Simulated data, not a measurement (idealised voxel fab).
The process module that follows is named voxel trench capacitor.
Square cell edge 5 nm, section width 290 nm, ID cut.
Format of a cross-section: grid, square cells. Given as bands. Order: top down. Band: one or more rows of cells.
Look at the band entry: it leads with the top's height and the bottom's height in nm. Then it lists the materials left to right, with a width in nm for each. The word "edge to edge" on a single material says that material fills the band edge to edge. The word "empty" is empty space.
For the purposes of this specification, 0 denotes the height below which the wafer in its as-received condition is composed wholly of one material, and the lowermost band, lacking a lower limit, extends downward without end, as expressed in "top 0, no bottom".
Width "30->40": first value at the band's top row of cells, second value at its bottom row, equal change from row to row.
"stayed the same" means the step left every cell of the cross-section as it was.
You'll see "Unvented voids" listing empty spaces that have no way open to the top, as long as they're 8 cells or more; the notation is width x height at distance, where the distance is from the left edge, and all of it is in nm.
What comes after the settings on a step's line is commentary from the simulator itself on that step.
A step line may carry the setting "overlay nm", which, for steps involving a mask, states the distance by which the mask lay to the right of its intended position; negative values denote displacement to the left.

INTENDED PROCESS STEPS
1) RECEIVE, material Si
2) CONFORMAL_DEP, material SiN, thk nm 10
3) DIRECTIONAL_DEP, material aC, thk nm 15
4) PATTERN, tone open, mask id TRENCH, material resist, width nm 25, pitch nm 50, thk nm 30, overlay nm 0
5) DIRECTIONAL_ETCH, etch materials aC, depth nm 15
6) STRIP, etch materials resist
7) DIRECTIONAL_ETCH, etch materials SiN, depth nm 10
8) DIRECTIONAL_ETCH, etch materials Si, depth nm 40
9) STRIP, etch materials aC
10) CONFORMAL_DEP, material HfO2, thk nm 5
11) CONFORMAL_DEP, material TiN, thk nm 5
12) FILL_DEP, material W, thk nm 5
13) CMP, height nm 10

BELOW: THE FIRST OF TWO WAFERS, RUN AS PLANNED

THIS IS THE CROSS-SECTION OF THE WAFER AS WE RECEIVED IT, I.E. AFTER STEP 1
> top 0, no bottom | Si edge to edge
> Unvented voids: none

WAFER AFTER STEP 2 (CROSS-SECTION)
> top 10, bottom 0 | SiN edge to edge
> Heights below 0 show no change.

WAFER AFTER STEP 3 (CROSS-SECTION)
> top 25, bottom 10 | aC edge to edge
> Heights below 10 show no change.

WAFER AFTER STEP 4 (CROSS-SECTION)
> top 55, bottom 25 | resist: 55, empty: 25, resist: 25, empty: 25, resist: 25, empty: 25, resist: 25, empty: 25, resist: 60
> Heights below 25 show no change.

WAFER AFTER STEP 5 (CROSS-SECTION)
> top 40, bottom 25 | resist: 55, empty: 25, resist: 25, empty: 25, resist: 25, empty: 25, resist: 25, empty: 25, resist: 60
> top 25, bottom 10 | aC: 55, empty: 25, aC: 25, empty: 25, aC: 25, empty: 25, aC: 25, empty: 25, aC: 60
> Heights below 10 show no change.

WAFER AFTER STEP 6 (CROSS-SECTION)
> top 25, bottom 10 | aC: 55, empty: 25, aC: 25, empty: 25, aC: 25, empty: 25, aC: 25, empty: 25, aC: 60
> Heights below 10 show no change.

WAFER AFTER STEP 7 (CROSS-SECTION)
> top 25, bottom 10 | aC: 55, empty: 25, aC: 25, empty: 25, aC: 25, empty: 25, aC: 25, empty: 25, aC: 60
> top 10, bottom 0 | SiN: 55, empty: 25, SiN: 25, empty: 25, SiN: 25, empty: 25, SiN: 25, empty: 25, SiN: 60
> Heights below 0 show no change.

WAFER AFTER STEP 8 (CROSS-SECTION)
> top 25, bottom 10 | aC: 55, empty: 25, aC: 25, empty: 25, aC: 25, empty: 25, aC: 25, empty: 25, aC: 60
> top 10, bottom 0 | SiN: 55, empty: 25, SiN: 25, empty: 25, SiN: 25, empty: 25, SiN: 25, empty: 25, SiN: 60
> top 0, bottom -40 | Si: 55, empty: 25, Si: 25, empty: 25, Si: 25, empty: 25, Si: 25, empty: 25, Si: 60
> Heights below -40 show no change.

WAFER AFTER STEP 9 (CROSS-SECTION)
> top 10, bottom 0 | SiN: 55, empty: 25, SiN: 25, empty: 25, SiN: 25, empty: 25, SiN: 25, empty: 25, SiN: 60
> Heights below 0 show no change.

WAFER AFTER STEP 10 (CROSS-SECTION)
> top 15, bottom 10 | HfO2: 60, empty: 15, HfO2: 35, empty: 15, HfO2: 35, empty: 15, HfO2: 35, empty: 15, HfO2: 65
> top 10, bottom 0 | SiN: 55, HfO2: 5, empty: 15, HfO2: 5, SiN: 25, HfO2: 5, empty: 15, HfO2: 5, SiN: 25, HfO2: 5, empty: 15, HfO2: 5, SiN: 25, HfO2: 5, empty: 15, HfO2: 5, SiN: 60
> top 0, bottom -35 | Si: 55, HfO2: 5, empty: 15, HfO2: 5, Si: 25, HfO2: 5, empty: 15, HfO2: 5, Si: 25, HfO2: 5, empty: 15, HfO2: 5, Si: 25, HfO2: 5, empty: 15, HfO2: 5, Si: 60
> top -35, bottom -40 | Si: 55, HfO2: 25, Si: 25, HfO2: 25, Si: 25, HfO2: 25, Si: 25, HfO2: 25, Si: 60
> Heights below -40 show no change.

WAFER AFTER STEP 11 (CROSS-SECTION)
> top 20, bottom 15 | TiN: 65, empty: 5, TiN: 45, empty: 5, TiN: 45, empty: 5, TiN: 45, empty: 5, TiN: 70
> top 15, bottom 10 | HfO2: 60, TiN: 5, empty: 5, TiN: 5, HfO2: 35, TiN: 5, empty: 5, TiN: 5, HfO2: 35, TiN: 5, empty: 5, TiN: 5, HfO2: 35, TiN: 5, empty: 5, TiN: 5, HfO2: 65
> top 10, bottom 0 | SiN: 55, HfO2: 5, TiN: 5, empty: 5, TiN: 5, HfO2: 5, SiN: 25, HfO2: 5, TiN: 5, empty: 5, TiN: 5, HfO2: 5, SiN: 25, HfO2: 5, TiN: 5, empty: 5, TiN: 5, HfO2: 5, SiN: 25, HfO2: 5, TiN: 5, empty: 5, TiN: 5, HfO2: 5, SiN: 60
> top 0, bottom -30 | Si: 55, HfO2: 5, TiN: 5, empty: 5, TiN: 5, HfO2: 5, Si: 25, HfO2: 5, TiN: 5, empty: 5, TiN: 5, HfO2: 5, Si: 25, HfO2: 5, TiN: 5, empty: 5, TiN: 5, HfO2: 5, Si: 25, HfO2: 5, TiN: 5, empty: 5, TiN: 5, HfO2: 5, Si: 60
> top -30, bottom -35 | Si: 55, HfO2: 5, TiN: 15, HfO2: 5, Si: 25, HfO2: 5, TiN: 15, HfO2: 5, Si: 25, HfO2: 5, TiN: 15, HfO2: 5, Si: 25, HfO2: 5, TiN: 15, HfO2: 5, Si: 60
> Heights below -35 show no change.

WAFER AFTER STEP 12 (CROSS-SECTION)
> top 25, bottom 20 | W edge to edge
> top 20, bottom 15 | TiN: 65, W: 5, TiN: 45, W: 5, TiN: 45, W: 5, TiN: 45, W: 5, TiN: 70
> top 15, bottom 10 | HfO2: 60, TiN: 5, W: 5, TiN: 5, HfO2: 35, TiN: 5, W: 5, TiN: 5, HfO2: 35, TiN: 5, W: 5, TiN: 5, HfO2: 35, TiN: 5, W: 5, TiN: 5, HfO2: 65
> top 10, bottom 0 | SiN: 55, HfO2: 5, TiN: 5, W: 5, TiN: 5, HfO2: 5, SiN: 25, HfO2: 5, TiN: 5, W: 5, TiN: 5, HfO2: 5, SiN: 25, HfO2: 5, TiN: 5, W: 5, TiN: 5, HfO2: 5, SiN: 25, HfO2: 5, TiN: 5, W: 5, TiN: 5, HfO2: 5, SiN: 60
> top 0, bottom -30 | Si: 55, HfO2: 5, TiN: 5, W: 5, TiN: 5, HfO2: 5, Si: 25, HfO2: 5, TiN: 5, W: 5, TiN: 5, HfO2: 5, Si: 25, HfO2: 5, TiN: 5, W: 5, TiN: 5, HfO2: 5, Si: 25, HfO2: 5, TiN: 5, W: 5, TiN: 5, HfO2: 5, Si: 60
> Heights below -30 show no change.

WAFER AFTER STEP 13 (CROSS-SECTION)
> top 10, bottom 0 | SiN: 55, HfO2: 5, TiN: 5, W: 5, TiN: 5, HfO2: 5, SiN: 25, HfO2: 5, TiN: 5, W: 5, TiN: 5, HfO2: 5, SiN: 25, HfO2: 5, TiN: 5, W: 5, TiN: 5, HfO2: 5, SiN: 25, HfO2: 5, TiN: 5, W: 5, TiN: 5, HfO2: 5, SiN: 60
> Heights below 0 show no change.

NOTES, SECOND WAFER: START = FIRST WAFER'S, PLAN = FIRST WAFER'S, EXECUTION HAD ONE MISTAKE; HISTORY IDENTICAL TO FIRST THROUGH STEP 9

THE SECOND WAFER CUT THROUGH, AT THE TIME STEP 10 WAS SUPPOSED TO BE FINISHED
> top 15, bottom 10 | TiN: 60, empty: 15, TiN: 35, empty: 15, TiN: 35, empty: 15, TiN: 35, empty: 15, TiN: 65
> top 10, bottom 0 | SiN: 55, TiN: 5, empty: 15, TiN: 5, SiN: 25, TiN: 5, empty: 15, TiN: 5, SiN: 25, TiN: 5, empty: 15, TiN: 5, SiN: 25, TiN: 5, empty: 15, TiN: 5, SiN: 60
> top 0, bottom -35 | Si: 55, TiN: 5, empty: 15, TiN: 5, Si: 25, TiN: 5, empty: 15, TiN: 5, Si: 25, TiN: 5, empty: 15, TiN: 5, Si: 25, TiN: 5, empty: 15, TiN: 5, Si: 60
> top -35, bottom -40 | Si: 55, TiN: 25, Si: 25, TiN: 25, Si: 25, TiN: 25, Si: 25, TiN: 25, Si: 60
> Heights below -40 show no change.

THE SECOND WAFER CUT THROUGH, AT THE TIME STEP 11 WAS SUPPOSED TO BE FINISHED
> top 20, bottom 15 | HfO2: 65, empty: 5, HfO2: 45, empty: 5, HfO2: 45, empty: 5, HfO2: 45, empty: 5, HfO2: 70
> top 15, bottom 10 | TiN: 60, HfO2: 5, empty: 5, HfO2: 5, TiN: 35, HfO2: 5, empty: 5, HfO2: 5, TiN: 35, HfO2: 5, empty: 5, HfO2: 5, TiN: 35, HfO2: 5, empty: 5, HfO2: 5, TiN: 65
> top 10, bottom 0 | SiN: 55, TiN: 5, HfO2: 5, empty: 5, HfO2: 5, TiN: 5, SiN: 25, TiN: 5, HfO2: 5, empty: 5, HfO2: 5, TiN: 5, SiN: 25, TiN: 5, HfO2: 5, empty: 5, HfO2: 5, TiN: 5, SiN: 25, TiN: 5, HfO2: 5, empty: 5, HfO2: 5, TiN: 5, SiN: 60
> top 0, bottom -30 | Si: 55, TiN: 5, HfO2: 5, empty: 5, HfO2: 5, TiN: 5, Si: 25, TiN: 5, HfO2: 5, empty: 5, HfO2: 5, TiN: 5, Si: 25, TiN: 5, HfO2: 5, empty: 5, HfO2: 5, TiN: 5, Si: 25, TiN: 5, HfO2: 5, empty: 5, HfO2: 5, TiN: 5, Si: 60
> top -30, bottom -35 | Si: 55, TiN: 5, HfO2: 15, TiN: 5, Si: 25, TiN: 5, HfO2: 15, TiN: 5, Si: 25, TiN: 5, HfO2: 15, TiN: 5, Si: 25, TiN: 5, HfO2: 15, TiN: 5, Si: 60
> Heights below -35 show no change.

THE SECOND WAFER CUT THROUGH, AT THE TIME STEP 12 WAS SUPPOSED TO BE FINISHED
> top 25, bottom 20 | W edge to edge
> top 20, bottom 15 | HfO2: 65, W: 5, HfO2: 45, W: 5, HfO2: 45, W: 5, HfO2: 45, W: 5, HfO2: 70
> top 15, bottom 10 | TiN: 60, HfO2: 5, W: 5, HfO2: 5, TiN: 35, HfO2: 5, W: 5, HfO2: 5, TiN: 35, HfO2: 5, W: 5, HfO2: 5, TiN: 35, HfO2: 5, W: 5, HfO2: 5, TiN: 65
> top 10, bottom 0 | SiN: 55, TiN: 5, HfO2: 5, W: 5, HfO2: 5, TiN: 5, SiN: 25, TiN: 5, HfO2: 5, W: 5, HfO2: 5, TiN: 5, SiN: 25, TiN: 5, HfO2: 5, W: 5, HfO2: 5, TiN: 5, SiN: 25, TiN: 5, HfO2: 5, W: 5, HfO2: 5, TiN: 5, SiN: 60
> top 0, bottom -30 | Si: 55, TiN: 5, HfO2: 5, W: 5, HfO2: 5, TiN: 5, Si: 25, TiN: 5, HfO2: 5, W: 5, HfO2: 5, TiN: 5, Si: 25, TiN: 5, HfO2: 5, W: 5, HfO2: 5, TiN: 5, Si: 25, TiN: 5, HfO2: 5, W: 5, HfO2: 5, TiN: 5, Si: 60
> Heights below -30 show no change.

THE SECOND WAFER CUT THROUGH, AT THE TIME STEP 13 WAS SUPPOSED TO BE FINISHED
> top 10, bottom 0 | SiN: 55, TiN: 5, HfO2: 5, W: 5, HfO2: 5, TiN: 5, SiN: 25, TiN: 5, HfO2: 5, W: 5, HfO2: 5, TiN: 5, SiN: 25, TiN: 5, HfO2: 5, W: 5, HfO2: 5, TiN: 5, SiN: 25, TiN: 5, HfO2: 5, W: 5, HfO2: 5, TiN: 5, SiN: 60
> Heights below 0 show no change.
Short version of what went wrong: steps 10 and 11 traded places in the executed sequence
Final difference in cells, second wafer against first, listed per material as more or fewer: HfO2: 16 fewer, TiN: 16 more
